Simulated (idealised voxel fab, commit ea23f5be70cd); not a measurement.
Process module in this document: voxel gate over fins
The cross-section on display is named cut; it measures 250 nm wide, and its cells are 5 nm squares.
When this document writes out a cross-section, it uses a grid of square cells and lists it as bands, beginning at the top and moving down, with a band standing for one or more rows of cells.
What a band's entry tells you: where the top is and where the bottom is, as heights in nm, and after that what lies inside, material by material from left to right, each with its width in nm. Empty space is written as the word "blank", and a single material marked with the word "full width" occupies the band from edge to edge.
Counting heights begins at 0, where everything beneath is, in the wafer as received, one material. The lowest band has no bottom; it goes on downwards, as "0..down" shows.
It should be noted that a width expressed as "30 to 40" varies in equal increments from row to row of cells within the band, taking the value of the first number at the top row and that of the second number at the bottom row.
What does "no alterations made" mean for a step? It means no cell of the cross-section changed in that step.
In "Enclosed void entries" the enclosed voids are listed, meaning empty spaces of 8 cells or larger without any opening to the top. The form is width x height at distance, distance from the left edge, units nm.
Past the settings on a step's line: simulator remark, on that step.
Regarding "overlay nm": on a step with a mask, it is the distance the mask lay to the right of its planned place; a negative value places it to the left.
The remainder of this document consists of a sequence of paired cross-sections. Each pair presents the cross-section prior to one process step together with the cross-section following it, the latter being rendered only as deep as the lowest band that underwent change. The intervening step, together with its settings, is stated beneath each pair. Because the pairs may originate from different runs of this module on the same starting wafer, a given pair is to be read as continuing from the preceding pair only where its entry headed "Structure before processing" so indicates.

Structure before processing:
  20..10: W full width
  10..5: 60 W; 25 TiN; 25 W; 25 TiN; 25 W; 25 TiN; 65 W
  5..0: 60 W; 5 TiN; 15 HfO2; 5 TiN; 25 W; 5 TiN; 15 HfO2; 5 TiN; 25 W; 5 TiN; 15 HfO2; 5 TiN; 65 W
  0..-5: 60 W; 5 TiN; 5 HfO2; 5 Si; 5 HfO2; 5 TiN; 25 W; 5 TiN; 5 HfO2; 5 Si; 5 HfO2; 5 TiN; 25 W; 5 TiN; 5 HfO2; 5 Si; 5 HfO2; 5 TiN; 65 W
  -5..-10: 65 TiN; 5 HfO2; 5 Si; 5 HfO2; 35 TiN; 5 HfO2; 5 Si; 5 HfO2; 35 TiN; 5 HfO2; 5 Si; 5 HfO2; 70 TiN
  -10..-15: 70 HfO2; 5 Si; 45 HfO2; 5 Si; 45 HfO2; 5 Si; 75 HfO2
  -15..-20: 70 SiO2; 5 Si; 45 SiO2; 5 Si; 45 SiO2; 5 Si; 75 SiO2
  -20..-25: 70 SiO2; 5 Si; 15 SiO2; 5 TiN; 5 W; 5 TiN; 15 SiO2; 5 Si; 45 SiO2; 5 Si; 75 SiO2
  -25..-30: 70 SiO2; 5 Si; 15 SiO2; 15 TiN; 15 SiO2; 5 Si; 45 SiO2; 5 Si; 75 SiO2
  -30..-40: 70 SiO2; 5 Si; 45 SiO2; 5 Si; 45 SiO2; 5 Si; 75 SiO2
  -40..down: Si full width
  Enclosed void entries: none

Post-Step Section View:
  10..5: 60 W; 25 TiN; 25 W; 25 TiN; 25 W; 25 TiN; 65 W
  Under the height 5 nothing was changed.
  Enclosed void entries: none
Going from one cross-section above to the next, the wafer undergoes CMP (height nm 10)

Structure before processing: The structure entering this step is exactly what the pair just above shows after its step.

Post-Step Section View:
  15..10: SiN full width
  Under the height 10 nothing was changed.
  Enclosed void entries: none
Going from one cross-section above to the next, the wafer undergoes CONFORMAL_DEP (material SiN; thk nm 5)

Structure before processing:
  5..0: 65 SiO2; 15 SiN; 35 SiO2; 15 SiN; 35 SiO2; 15 SiN; 70 SiO2
  0..-40: 70 SiO2; 5 Si; 45 SiO2; 5 Si; 45 SiO2; 5 Si; 75 SiO2
  -40..down: Si full width
  Enclosed void entries: none

Post-Step Section View:
  25..5: 85 resist; 25 blank; 140 resist
  Under the height 5 nothing was changed.
  Enclosed void entries: none
Going from one cross-section above to the next, the wafer undergoes PATTERN (tone open; mask id RAIL; material resist; width nm 25; thk nm 20; overlay nm 0)

Structure before processing: The structure entering this step is exactly what the pair just above shows after its step.

Post-Step Section View:
  25..5: 85 resist; 25 blank; 140 resist
  5..0: 65 SiO2; 15 SiN; 5 SiO2; 25 blank; 5 SiO2; 15 SiN; 35 SiO2; 15 SiN; 70 SiO2
  0..-30: 70 SiO2; 5 Si; 10 SiO2; 25 blank; 10 SiO2; 5 Si; 45 SiO2; 5 Si; 75 SiO2
  Under the height -30 nothing was changed.
  Enclosed void entries: none
Going from one cross-section above to the next, the wafer undergoes DIRECTIONAL_ETCH (etch materials SiO2; depth nm 35)

Structure before processing: The structure entering this step is exactly what the pair just above shows after its step.

Post-Step Section View:
  5..0: 65 SiO2; 15 SiN; 5 SiO2; 25 blank; 5 SiO2; 15 SiN; 35 SiO2; 15 SiN; 70 SiO2
  Under the height 0 nothing was changed.
  Enclosed void entries: none
Going from one cross-section above to the next, the wafer undergoes STRIP (etch materials resist)

Structure before processing: The structure entering this step is exactly what the pair just above shows after its step.

Post-Step Section View:
  10..5: 90 TiN; 15 blank; 145 TiN
  5..0: 65 SiO2; 15 SiN; 5 SiO2; 5 TiN; 15 blank; 5 TiN; 5 SiO2; 15 SiN; 35 SiO2; 15 SiN; 70 SiO2
  0..-25: 70 SiO2; 5 Si; 10 SiO2; 5 TiN; 15 blank; 5 TiN; 10 SiO2; 5 Si; 45 SiO2; 5 Si; 75 SiO2
  -25..-30: 70 SiO2; 5 Si; 10 SiO2; 25 TiN; 10 SiO2; 5 Si; 45 SiO2; 5 Si; 75 SiO2
  Under the height -30 nothing was changed.
  Enclosed void entries: none
Going from one cross-section above to the next, the wafer undergoes CONFORMAL_DEP (material TiN; thk nm 5)

Structure before processing: The structure entering this step is exactly what the pair just above shows after its step.

Post-Step Section View:
  15..10: W full width
  10..5: 90 TiN; 15 W; 145 TiN
  5..0: 65 SiO2; 15 SiN; 5 SiO2; 5 TiN; 15 W; 5 TiN; 5 SiO2; 15 SiN; 35 SiO2; 15 SiN; 70 SiO2
  0..-25: 70 SiO2; 5 Si; 10 SiO2; 5 TiN; 15 W; 5 TiN; 10 SiO2; 5 Si; 45 SiO2; 5 Si; 75 SiO2
  Under the height -25 nothing was changed.
  Enclosed void entries: none
Going from one cross-section above to the next, the wafer undergoes FILL_DEP (material W; thk nm 5)

Structure before processing: The structure entering this step is exactly what the pair just above shows after its step.

Post-Step Section View:
  5..0: 65 SiO2; 15 SiN; 5 SiO2; 5 TiN; 15 W; 5 TiN; 5 SiO2; 15 SiN; 35 SiO2; 15 SiN; 70 SiO2
  Under the height 0 nothing was changed.
  Enclosed void entries: none
Going from one cross-section above to the next, the wafer undergoes CMP (height nm 5)

Structure before processing: The structure entering this step is exactly what the pair just above shows after its step.

Post-Step Section View:
  5..0: 65 SiO2; 15 SiN; 5 SiO2; 25 blank; 5 SiO2; 15 SiN; 35 SiO2; 15 SiN; 70 SiO2
  0..-20: 70 SiO2; 5 Si; 10 SiO2; 25 blank; 10 SiO2; 5 Si; 45 SiO2; 5 Si; 75 SiO2
  Under the height -20 nothing was changed.
  Enclosed void entries: none
Going from one cross-section above to the next, the wafer undergoes SELECTIVE_ETCH (etch materials W Ru TiN; depth nm 25)

Structure before processing: The structure entering this step is exactly what the pair just above shows after its step.

Post-Step Section View:
  10..5: SiO2 full width
  5..0: 65 SiO2; 15 SiN; 35 SiO2; 15 SiN; 35 SiO2; 15 SiN; 70 SiO2
  0..-20: 70 SiO2; 5 Si; 45 SiO2; 5 Si; 45 SiO2; 5 Si; 75 SiO2
  Under the height -20 nothing was changed.
  Enclosed void entries: none
Going from one cross-section above to the next, the wafer undergoes FILL_DEP (material SiO2; thk nm 5)

Structure before processing: The structure entering this step is exactly what the pair just above shows after its step.

Post-Step Section View:
  5..0: 65 SiO2; 15 SiN; 35 SiO2; 15 SiN; 35 SiO2; 15 SiN; 70 SiO2
  Under the height 0 nothing was changed.
  Enclosed void entries: none
Going from one cross-section above to the next, the wafer undergoes CMP (height nm 5)

Structure before processing: The structure entering this step is exactly what the pair just above shows after its step.

Post-Step Section View:
  5..0: 65 blank; 15 SiN; 35 blank; 15 SiN; 35 blank; 15 SiN; 70 blank
  0..-15: 70 blank; 5 Si; 45 blank; 5 Si; 45 blank; 5 Si; 75 blank
  Under the height -15 nothing was changed.
  Enclosed void entries: none
Going from one cross-section above to the next, the wafer undergoes SELECTIVE_ETCH (etch materials SiO2; depth nm 20)

Structure before processing: The structure entering this step is exactly what the pair just above shows after its step.

Post-Step Section View:
  0..-15: 70 blank; 5 Si; 45 blank; 5 Si; 45 blank; 5 Si; 75 blank
  Under the height -15 nothing was changed.
  Enclosed void entries: none
Going from one cross-section above to the next, the wafer undergoes STRIP (etch materials SiN)

Structure before processing: The structure entering this step is exactly what the pair just above shows after its step.

Post-Step Section View:
  5..0: 65 blank; 15 HfO2; 35 blank; 15 HfO2; 35 blank; 15 HfO2; 70 blank
  0..-10: 65 blank; 5 HfO2; 5 Si; 5 HfO2; 35 blank; 5 HfO2; 5 Si; 5 HfO2; 35 blank; 5 HfO2; 5 Si; 5 HfO2; 70 blank
  -10..-15: 70 HfO2; 5 Si; 45 HfO2; 5 Si; 45 HfO2; 5 Si; 75 HfO2
  Under the height -15 nothing was changed.
  Enclosed void entries: none
Going from one cross-section above to the next, the wafer undergoes CONFORMAL_DEP (material HfO2; thk nm 5)

Structure before processing: The structure entering this step is exactly what the pair just above shows after its step.

Post-Step Section View:
  10..5: 60 blank; 25 TiN; 25 blank; 25 TiN; 25 blank; 25 TiN; 65 blank
  5..0: 60 blank; 5 TiN; 15 HfO2; 5 TiN; 25 blank; 5 TiN; 15 HfO2; 5 TiN; 25 blank; 5 TiN; 15 HfO2; 5 TiN; 65 blank
  0..-5: 60 blank; 5 TiN; 5 HfO2; 5 Si; 5 HfO2; 5 TiN; 25 blank; 5 TiN; 5 HfO2; 5 Si; 5 HfO2; 5 TiN; 25 blank; 5 TiN; 5 HfO2; 5 Si; 5 HfO2; 5 TiN; 65 blank
  -5..-10: 65 TiN; 5 HfO2; 5 Si; 5 HfO2; 35 TiN; 5 HfO2; 5 Si; 5 HfO2; 35 TiN; 5 HfO2; 5 Si; 5 HfO2; 70 TiN
  Under the height -10 nothing was changed.
  Enclosed void entries: none
Going from one cross-section above to the next, the wafer undergoes CONFORMAL_DEP (material TiN; thk nm 5)

Structure before processing: The structure entering this step is exactly what the pair just above shows after its step.

Post-Step Section View:
  20..10: W full width
  10..5: 60 W; 25 TiN; 25 W; 25 TiN; 25 W; 25 TiN; 65 W
  5..0: 60 W; 5 TiN; 15 HfO2; 5 TiN; 25 W; 5 TiN; 15 HfO2; 5 TiN; 25 W; 5 TiN; 15 HfO2; 5 TiN; 65 W
  0..-5: 60 W; 5 TiN; 5 HfO2; 5 Si; 5 HfO2; 5 TiN; 25 W; 5 TiN; 5 HfO2; 5 Si; 5 HfO2; 5 TiN; 25 W; 5 TiN; 5 HfO2; 5 Si; 5 HfO2; 5 TiN; 65 W
  Under the height -5 nothing was changed.
  Enclosed void entries: none
Going from one cross-section above to the next, the wafer undergoes FILL_DEP (material W; thk nm 10)

Structure before processing: The structure entering this step is exactly what the pair just above shows after its step.

Post-Step Section View:
  15..10: W full width
  Under the height 10 nothing was changed.
  Enclosed void entries: none
Going from one cross-section above to the next, the wafer undergoes CMP (height nm 15)

Structure before processing: The structure entering this step is exactly what the pair just above shows after its step.

Post-Step Section View:
  20..15: SiN full width
  Under the height 15 nothing was changed.
  Enclosed void entries: none
Going from one cross-section above to the next, the wafer undergoes CONFORMAL_DEP (material SiN; thk nm 5)

Structure before processing:
  5..0: 65 SiO2; 15 SiN; 35 SiO2; 15 SiN; 35 SiO2; 15 SiN; 70 SiO2
  0..-40: 70 SiO2; 5 Si; 45 SiO2; 5 Si; 45 SiO2; 5 Si; 75 SiO2
  -40..down: Si full width
  Enclosed void entries: none

Post-Step Section View:
  25..5: 85 resist; 15 blank; 150 resist
  Under the height 5 nothing was changed.
  Enclosed void entries: none
Going from one cross-section above to the next, the wafer undergoes PATTERN (tone open; mask id RAIL; material resist; width nm 15; thk nm 20; overlay nm -5)

Structure before processing: The structure entering this step is exactly what the pair just above shows after its step.

Post-Step Section View:
  25..5: 85 resist; 15 blank; 150 resist
  5..0: 65 SiO2; 15 SiN; 5 SiO2; 15 blank; 15 SiO2; 15 SiN; 35 SiO2; 15 SiN; 70 SiO2
  0..-30: 70 SiO2; 5 Si; 10 SiO2; 15 blank; 20 SiO2; 5 Si; 45 SiO2; 5 Si; 75 SiO2
  Under the height -30 nothing was changed.
  Enclosed void entries: none
Going from one cross-section above to the next, the wafer undergoes DIRECTIONAL_ETCH (etch materials SiO2; depth nm 35)

Structure before processing: The structure entering this step is exactly what the pair just above shows after its step.

Post-Step Section View:
  5..0: 65 SiO2; 15 SiN; 5 SiO2; 15 blank; 15 SiO2; 15 SiN; 35 SiO2; 15 SiN; 70 SiO2
  Under the height 0 nothing was changed.
  Enclosed void entries: none
Going from one cross-section above to the next, the wafer undergoes STRIP (etch materials resist)

Structure before processing: The structure entering this step is exactly what the pair just above shows after its step.

Post-Step Section View:
  10..5: 90 TiN; 5 blank; 155 TiN
  5..0: 65 SiO2; 15 SiN; 5 SiO2; 5 TiN; 5 blank; 5 TiN; 15 SiO2; 15 SiN; 35 SiO2; 15 SiN; 70 SiO2
  0..-25: 70 SiO2; 5 Si; 10 SiO2; 5 TiN; 5 blank; 5 TiN; 20 SiO2; 5 Si; 45 SiO2; 5 Si; 75 SiO2
  -25..-30: 70 SiO2; 5 Si; 10 SiO2; 15 TiN; 20 SiO2; 5 Si; 45 SiO2; 5 Si; 75 SiO2
  Under the height -30 nothing was changed.
  Enclosed void entries: none
Going from one cross-section above to the next, the wafer undergoes CONFORMAL_DEP (material TiN; thk nm 5)

Structure before processing: The structure entering this step is exactly what the pair just above shows after its step.

Post-Step Section View:
  15..10: W full width
  10..5: 90 TiN; 5 W; 155 TiN
  5..0: 65 SiO2; 15 SiN; 5 SiO2; 5 TiN; 5 W; 5 TiN; 15 SiO2; 15 SiN; 35 SiO2; 15 SiN; 70 SiO2
  0..-25: 70 SiO2; 5 Si; 10 SiO2; 5 TiN; 5 W; 5 TiN; 20 SiO2; 5 Si; 45 SiO2; 5 Si; 75 SiO2
  Under the height -25 nothing was changed.
  Enclosed void entries: none
Going from one cross-section above to the next, the wafer undergoes FILL_DEP (material W; thk nm 5)

Structure before processing: The structure entering this step is exactly what the pair just above shows after its step.

Post-Step Section View:
  5..0: 65 SiO2; 15 SiN; 5 SiO2; 5 TiN; 5 W; 5 TiN; 15 SiO2; 15 SiN; 35 SiO2; 15 SiN; 70 SiO2
  Under the height 0 nothing was changed.
  Enclosed void entries: none
Going from one cross-section above to the next, the wafer undergoes CMP (height nm 5)

Structure before processing: The structure entering this step is exactly what the pair just above shows after its step.

Post-Step Section View:
  5..0: 65 SiO2; 15 SiN; 5 SiO2; 15 blank; 15 SiO2; 15 SiN; 35 SiO2; 15 SiN; 70 SiO2
  0..-20: 70 SiO2; 5 Si; 10 SiO2; 15 blank; 20 SiO2; 5 Si; 45 SiO2; 5 Si; 75 SiO2
  Under the height -20 nothing was changed.
  Enclosed void entries: none
Going from one cross-section above to the next, the wafer undergoes SELECTIVE_ETCH (etch materials W Ru TiN; depth nm 25)

Structure before processing: The structure entering this step is exactly what the pair just above shows after its step.

Post-Step Section View:
  10..5: SiO2 full width
  5..0: 65 SiO2; 15 SiN; 35 SiO2; 15 SiN; 35 SiO2; 15 SiN; 70 SiO2
  0..-20: 70 SiO2; 5 Si; 45 SiO2; 5 Si; 45 SiO2; 5 Si; 75 SiO2
  Under the height -20 nothing was changed.
  Enclosed void entries: none
Going from one cross-section above to the next, the wafer undergoes FILL_DEP (material SiO2; thk nm 5)

Structure before processing: The structure entering this step is exactly what the pair just above shows after its step.

Post-Step Section View:
  5..0: 65 SiO2; 15 SiN; 35 SiO2; 15 SiN; 35 SiO2; 15 SiN; 70 SiO2
  Under the height 0 nothing was changed.
  Enclosed void entries: none
Going from one cross-section above to the next, the wafer undergoes CMP (height nm 5)

Structure before processing: The structure entering this step is exactly what the pair just above shows after its step.

Post-Step Section View:
  5..0: 65 blank; 15 SiN; 35 blank; 15 SiN; 35 blank; 15 SiN; 70 blank
  0..-15: 70 blank; 5 Si; 45 blank; 5 Si; 45 blank; 5 Si; 75 blank
  Under the height -15 nothing was changed.
  Enclosed void entries: none
Going from one cross-section above to the next, the wafer undergoes SELECTIVE_ETCH (etch materials SiO2; depth nm 20)

Structure before processing: The structure entering this step is exactly what the pair just above shows after its step.

Post-Step Section View:
  0..-15: 70 blank; 5 Si; 45 blank; 5 Si; 45 blank; 5 Si; 75 blank
  Under the height -15 nothing was changed.
  Enclosed void entries: none
Going from one cross-section above to the next, the wafer undergoes STRIP (etch materials SiN)

Structure before processing: The structure entering this step is exactly what the pair just above shows after its step.

Post-Step Section View:
  5..0: 65 blank; 15 HfO2; 35 blank; 15 HfO2; 35 blank; 15 HfO2; 70 blank
  0..-10: 65 blank; 5 HfO2; 5 Si; 5 HfO2; 35 blank; 5 HfO2; 5 Si; 5 HfO2; 35 blank; 5 HfO2; 5 Si; 5 HfO2; 70 blank
  -10..-15: 70 HfO2; 5 Si; 45 HfO2; 5 Si; 45 HfO2; 5 Si; 75 HfO2
  Under the height -15 nothing was changed.
  Enclosed void entries: none
Going from one cross-section above to the next, the wafer undergoes CONFORMAL_DEP (material HfO2; thk nm 5)

Structure before processing: The structure entering this step is exactly what the pair just above shows after its step.

Post-Step Section View:
  10..5: 60 blank; 25 TiN; 25 blank; 25 TiN; 25 blank; 25 TiN; 65 blank
  5..0: 60 blank; 5 TiN; 15 HfO2; 5 TiN; 25 blank; 5 TiN; 15 HfO2; 5 TiN; 25 blank; 5 TiN; 15 HfO2; 5 TiN; 65 blank
  0..-5: 60 blank; 5 TiN; 5 HfO2; 5 Si; 5 HfO2; 5 TiN; 25 blank; 5 TiN; 5 HfO2; 5 Si; 5 HfO2; 5 TiN; 25 blank; 5 TiN; 5 HfO2; 5 Si; 5 HfO2; 5 TiN; 65 blank
  -5..-10: 65 TiN; 5 HfO2; 5 Si; 5 HfO2; 35 TiN; 5 HfO2; 5 Si; 5 HfO2; 35 TiN; 5 HfO2; 5 Si; 5 HfO2; 70 TiN
  Under the height -10 nothing was changed.
  Enclosed void entries: none
Going from one cross-section above to the next, the wafer undergoes CONFORMAL_DEP (material TiN; thk nm 5)

Structure before processing: The structure entering this step is exactly what the pair just above shows after its step.

Post-Step Section View:
  20..10: W full width
  10..5: 60 W; 25 TiN; 25 W; 25 TiN; 25 W; 25 TiN; 65 W
  5..0: 60 W; 5 TiN; 15 HfO2; 5 TiN; 25 W; 5 TiN; 15 HfO2; 5 TiN; 25 W; 5 TiN; 15 HfO2; 5 TiN; 65 W
  0..-5: 60 W; 5 TiN; 5 HfO2; 5 Si; 5 HfO2; 5 TiN; 25 W; 5 TiN; 5 HfO2; 5 Si; 5 HfO2; 5 TiN; 25 W; 5 TiN; 5 HfO2; 5 Si; 5 HfO2; 5 TiN; 65 W
  Under the height -5 nothing was changed.
  Enclosed void entries: none
Going from one cross-section above to the next, the wafer undergoes FILL_DEP (material W; thk nm 10)

Structure before processing: The structure entering this step is exactly what the pair just above shows after its step.

Post-Step Section View:
  15..10: W full width
  Under the height 10 nothing was changed.
  Enclosed void entries: none
Going from one cross-section above to the next, the wafer undergoes CMP (height nm 15)

Structure before processing: The structure entering this step is exactly what the pair just above shows after its step.

Post-Step Section View:
  20..15: SiN full width
  Under the height 15 nothing was changed.
  Enclosed void entries: none
Going from one cross-section above to the next, the wafer undergoes CONFORMAL_DEP (material SiN; thk nm 5)

Structure before processing:
  5..0: 65 SiO2; 15 SiN; 10 SiO2; 5 TiN; 5 W; 5 TiN; 10 SiO2; 15 SiN; 35 SiO2; 15 SiN; 70 SiO2
  0..-25: 70 SiO2; 5 Si; 15 SiO2; 5 TiN; 5 W; 5 TiN; 15 SiO2; 5 Si; 45 SiO2; 5 Si; 75 SiO2
  -25..-30: 70 SiO2; 5 Si; 15 SiO2; 15 TiN; 15 SiO2; 5 Si; 45 SiO2; 5 Si; 75 SiO2
  -30..-40: 70 SiO2; 5 Si; 45 SiO2; 5 Si; 45 SiO2; 5 Si; 75 SiO2
  -40..down: Si full width
  Enclosed void entries: none

Post-Step Section View:
  5..0: 65 SiO2; 15 SiN; 10 SiO2; 5 TiN; 5 blank; 5 TiN; 10 SiO2; 15 SiN; 35 SiO2; 15 SiN; 70 SiO2
  0..-20: 70 SiO2; 5 Si; 15 SiO2; 5 TiN; 5 blank; 5 TiN; 15 SiO2; 5 Si; 45 SiO2; 5 Si; 75 SiO2
  Under the height -20 nothing was changed.
  Enclosed void entries: none
Going from one cross-section above to the next, the wafer undergoes SELECTIVE_ETCH (etch materials W; depth nm 25)

Structure before processing: The structure entering this step is exactly what the pair just above shows after its step.

Post-Step Section View:
  10..5: SiO2 full width
  5..0: 65 SiO2; 15 SiN; 10 SiO2; 5 TiN; 5 SiO2; 5 TiN; 10 SiO2; 15 SiN; 35 SiO2; 15 SiN; 70 SiO2
  0..-20: 70 SiO2; 5 Si; 15 SiO2; 5 TiN; 5 SiO2; 5 TiN; 15 SiO2; 5 Si; 45 SiO2; 5 Si; 75 SiO2
  Under the height -20 nothing was changed.
  Enclosed void entries: none
Going from one cross-section above to the next, the wafer undergoes FILL_DEP (material SiO2; thk nm 5)

Structure before processing: The structure entering this step is exactly what the pair just above shows after its step.

Post-Step Section View:
  5..0: 65 SiO2; 15 SiN; 10 SiO2; 5 TiN; 5 SiO2; 5 TiN; 10 SiO2; 15 SiN; 35 SiO2; 15 SiN; 70 SiO2
  Under the height 0 nothing was changed.
  Enclosed void entries: none
Going from one cross-section above to the next, the wafer undergoes CMP (height nm 5)

Structure before processing: The structure entering this step is exactly what the pair just above shows after its step.

Post-Step Section View:
  5..0: 65 blank; 15 SiN; 10 blank; 5 TiN; 5 blank; 5 TiN; 10 blank; 15 SiN; 35 blank; 15 SiN; 70 blank
  0..-15: 70 blank; 5 Si; 15 blank; 5 TiN; 5 blank; 5 TiN; 15 blank; 5 Si; 45 blank; 5 Si; 75 blank
  Under the height -15 nothing was changed.
  Enclosed void entries: none
Going from one cross-section above to the next, the wafer undergoes SELECTIVE_ETCH (etch materials SiO2; depth nm 20)

Structure before processing: The structure entering this step is exactly what the pair just above shows after its step.

Post-Step Section View:
  5..0: 90 blank; 5 TiN; 5 blank; 5 TiN; 145 blank
  Under the height 0 nothing was changed.
  Enclosed void entries: none
Going from one cross-section above to the next, the wafer undergoes STRIP (etch materials SiN)

Structure before processing: The structure entering this step is exactly what the pair just above shows after its step.

Post-Step Section View:
  10..5: 85 blank; 25 HfO2; 140 blank
  5..0: 65 blank; 15 HfO2; 5 blank; 5 HfO2; 5 TiN; 5 HfO2; 5 TiN; 5 HfO2; 5 blank; 15 HfO2; 35 blank; 15 HfO2; 70 blank
  0..-10: 65 blank; 5 HfO2; 5 Si; 5 HfO2; 5 blank; 5 HfO2; 5 TiN; 5 HfO2; 5 TiN; 5 HfO2; 5 blank; 5 HfO2; 5 Si; 5 HfO2; 35 blank; 5 HfO2; 5 Si; 5 HfO2; 70 blank
  -10..-15: 70 HfO2; 5 Si; 15 HfO2; 5 TiN; 5 HfO2; 5 TiN; 15 HfO2; 5 Si; 45 HfO2; 5 Si; 75 HfO2
  Under the height -15 nothing was changed.
  Enclosed void entries: none
Going from one cross-section above to the next, the wafer undergoes CONFORMAL_DEP (material HfO2; thk nm 5)

Structure before processing: The structure entering this step is exactly what the pair just above shows after its step.

Post-Step Section View:
  15..10: 80 blank; 35 TiN; 135 blank
  10..5: 60 blank; 25 TiN; 25 HfO2; 25 TiN; 25 blank; 25 TiN; 65 blank
  5..0: 60 blank; 5 TiN; 15 HfO2; 5 TiN; 5 HfO2; 5 TiN; 5 HfO2; 5 TiN; 5 HfO2; 5 TiN; 15 HfO2; 5 TiN; 25 blank; 5 TiN; 15 HfO2; 5 TiN; 65 blank
  0..-5: 60 blank; 5 TiN; 5 HfO2; 5 Si; 5 HfO2; 5 TiN; 5 HfO2; 5 TiN; 5 HfO2; 5 TiN; 5 HfO2; 5 TiN; 5 HfO2; 5 Si; 5 HfO2; 5 TiN; 25 blank; 5 TiN; 5 HfO2; 5 Si; 5 HfO2; 5 TiN; 65 blank
  -5..-10: 65 TiN; 5 HfO2; 5 Si; 5 HfO2; 5 TiN; 5 HfO2; 5 TiN; 5 HfO2; 5 TiN; 5 HfO2; 5 TiN; 5 HfO2; 5 Si; 5 HfO2; 35 TiN; 5 HfO2; 5 Si; 5 HfO2; 70 TiN
  Under the height -10 nothing was changed.
  Enclosed void entries: none
Going from one cross-section above to the next, the wafer undergoes CONFORMAL_DEP (material TiN; thk nm 5)

Structure before processing: The structure entering this step is exactly what the pair just above shows after its step.

Post-Step Section View:
  25..15: W full width
  15..10: 80 W; 35 TiN; 135 W
  10..5: 60 W; 25 TiN; 25 HfO2; 25 TiN; 25 W; 25 TiN; 65 W
  5..0: 60 W; 5 TiN; 15 HfO2; 5 TiN; 5 HfO2; 5 TiN; 5 HfO2; 5 TiN; 5 HfO2; 5 TiN; 15 HfO2; 5 TiN; 25 W; 5 TiN; 15 HfO2; 5 TiN; 65 W
  0..-5: 60 W; 5 TiN; 5 HfO2; 5 Si; 5 HfO2; 5 TiN; 5 HfO2; 5 TiN; 5 HfO2; 5 TiN; 5 HfO2; 5 TiN; 5 HfO2; 5 Si; 5 HfO2; 5 TiN; 25 W; 5 TiN; 5 HfO2; 5 Si; 5 HfO2; 5 TiN; 65 W
  Under the height -5 nothing was changed.
  Enclosed void entries: none
Going from one cross-section above to the next, the wafer undergoes FILL_DEP (material W; thk nm 10)

Structure before processing: The structure entering this step is exactly what the pair just above shows after its step.

Post-Step Section View:
  15..10: 80 W; 35 TiN; 135 W
  Under the height 10 nothing was changed.
  Enclosed void entries: none
Going from one cross-section above to the next, the wafer undergoes CMP (height nm 15)

Structure before processing: The structure entering this step is exactly what the pair just above shows after its step.

Post-Step Section View:
  20..15: SiN full width
  Under the height 15 nothing was changed.
  Enclosed void entries: none
Going from one cross-section above to the next, the wafer undergoes CONFORMAL_DEP (material SiN; thk nm 5)

Structure before processing:
  5..0: 65 SiO2; 15 SiN; 35 SiO2; 15 SiN; 35 SiO2; 15 SiN; 70 SiO2
  0..-40: 70 SiO2; 5 Si; 45 SiO2; 5 Si; 45 SiO2; 5 Si; 75 SiO2
  -40..down: Si full width
  Enclosed void entries: none

Post-Step Section View:
  25..5: 90 blank; 15 resist; 145 blank
  Under the height 5 nothing was changed.
  Enclosed void entries: none
Going from one cross-section above to the next, the wafer undergoes PATTERN (tone cover; mask id RAIL; material resist; width nm 15; thk nm 20; overlay nm 0)

Structure before processing: The structure entering this step is exactly what the pair just above shows after its step.

Post-Step Section View:
  25..5: 90 blank; 15 resist; 145 blank
  5..0: 65 blank; 15 SiN; 10 blank; 15 SiO2; 10 blank; 15 SiN; 35 blank; 15 SiN; 70 blank
  0..-30: 65 blank; 5 SiO2; 5 Si; 5 SiO2; 10 blank; 15 SiO2; 10 blank; 5 SiO2; 5 Si; 5 SiO2; 35 blank; 5 SiO2; 5 Si; 5 SiO2; 70 blank
  Under the height -30 nothing was changed.
  Enclosed void entries: none
Going from one cross-section above to the next, the wafer undergoes DIRECTIONAL_ETCH (etch materials SiO2; depth nm 35)

Structure before processing: The structure entering this step is exactly what the pair just above shows after its step.

Post-Step Section View:
  5..0: 65 blank; 15 SiN; 10 blank; 15 SiO2; 10 blank; 15 SiN; 35 blank; 15 SiN; 70 blank
  Under the height 0 nothing was changed.
  Enclosed void entries: none
Going from one cross-section above to the next, the wafer undergoes STRIP (etch materials resist)

Structure before processing: The structure entering this step is exactly what the pair just above shows after its step.

Post-Step Section View:
  10..5: 60 blank; 75 TiN; 25 blank; 25 TiN; 65 blank
  5..0: 60 blank; 5 TiN; 15 SiN; 10 TiN; 15 SiO2; 10 TiN; 15 SiN; 5 TiN; 25 blank; 5 TiN; 15 SiN; 5 TiN; 65 blank
  0..-25: 60 blank; 5 TiN; 5 SiO2; 5 Si; 5 SiO2; 10 TiN; 15 SiO2; 10 TiN; 5 SiO2; 5 Si; 5 SiO2; 5 TiN; 25 blank; 5 TiN; 5 SiO2; 5 Si; 5 SiO2; 5 TiN; 65 blank
  -25..-30: 65 TiN; 5 SiO2; 5 Si; 5 SiO2; 10 TiN; 15 SiO2; 10 TiN; 5 SiO2; 5 Si; 5 SiO2; 35 TiN; 5 SiO2; 5 Si; 5 SiO2; 70 TiN
  Under the height -30 nothing was changed.
  Enclosed void entries: none
Going from one cross-section above to the next, the wafer undergoes CONFORMAL_DEP (material TiN; thk nm 5)

Structure before processing: The structure entering this step is exactly what the pair just above shows after its step.

Post-Step Section View:
  15..10: W full width
  10..5: 60 W; 75 TiN; 25 W; 25 TiN; 65 W
  5..0: 60 W; 5 TiN; 15 SiN; 10 TiN; 15 SiO2; 10 TiN; 15 SiN; 5 TiN; 25 W; 5 TiN; 15 SiN; 5 TiN; 65 W
  0..-25: 60 W; 5 TiN; 5 SiO2; 5 Si; 5 SiO2; 10 TiN; 15 SiO2; 10 TiN; 5 SiO2; 5 Si; 5 SiO2; 5 TiN; 25 W; 5 TiN; 5 SiO2; 5 Si; 5 SiO2; 5 TiN; 65 W
  Under the height -25 nothing was changed.
  Enclosed void entries: none
Going from one cross-section above to the next, the wafer undergoes FILL_DEP (material W; thk nm 5)

Structure before processing: The structure entering this step is exactly what the pair just above shows after its step.

Post-Step Section View:
  5..0: 60 W; 5 TiN; 15 SiN; 10 TiN; 15 SiO2; 10 TiN; 15 SiN; 5 TiN; 25 W; 5 TiN; 15 SiN; 5 TiN; 65 W
  Under the height 0 nothing was changed.
  Enclosed void entries: none
Going from one cross-section above to the next, the wafer undergoes CMP (height nm 5)
